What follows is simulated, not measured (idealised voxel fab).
Process module under the name voxel released beams
Square cells of 5 nm make up the cross-section cut, whose width is 295 nm.
Throughout this document, each cross-section is represented as a grid of square cells and is presented as a sequence of bands enumerated from the top downward, where a band comprises one or more rows of cells. Basically the band line says how high the top is and how high the bottom is, in nm, and then what's in it from left to right, every material with its width in nm. Empty space shows up as "air", and if a single material carries "full width" it runs the full band edge to edge. Note: height 0 marks the level under which the wafer is uniformly one material as received. Lowest band unbounded below, written "top 0, no bottom". Width spec "30..40" -> top row of cells at first value, bottom row at second value, equal per-row change in between. You'll sometimes find "everything unchanged" written for a step, and that's the way of saying that nowhere in the cross-section did a cell change during that step. Fully sealed cavities: empty space of 8 cells or more with no open way to the top, each as width x height at its distance from the left edge, in nm. Text after the settings on a step's line: the simulator's own remark on that step. overlay nm: right-of-plan distance of the mask on a masked step; negative values mean left-of-plan.
### List of planned process steps
1. RECEIVE, material Si
2. CONFORMAL_DEP, material SiN, thk nm 5
3. DIRECTIONAL_DEP, material SiO2, thk nm 15
4. PATTERN, tone open, mask id ANCHOR, material resist, width nm 35, thk nm 15, overlay nm 0
5. DIRECTIONAL_ETCH, etch materials SiO2, depth nm 15
6. STRIP, etch materials resist
7. CONFORMAL_DEP, material polySi, thk nm 15
8. DIRECTIONAL_DEP, material aC, thk nm 15
9. PATTERN, tone cover, mask id BEAM, material resist, width nm 110, thk nm 35, overlay nm 0
10. DIRECTIONAL_ETCH, etch materials aC, depth nm 15
11. STRIP, etch materials resist
12. DIRECTIONAL_ETCH, etch materials polySi, depth nm 15
13. STRIP, etch materials aC
14. STRIP, etch materials SiO2
### Wafer at receipt (post step 1), cross-section
* top 0, no bottom: Si full width
* Fully sealed cavities: none
### Starting structure and process plan are as shown above, but one mistake was made in running the module; the wafer cross-section at the end of the module follows
* top 50, bottom 35: air: 90, then polySi: 110, then air: 95
* top 35, bottom 20: polySi full width
* top 20, bottom 5: SiO2: 95, then polySi: 35, then SiO2: 165
* top 5, bottom 0: SiN full width
* top 0, no bottom: Si full width
* Fully sealed cavities: none
Where did the run depart from the plan? plan step 7 was twice executed
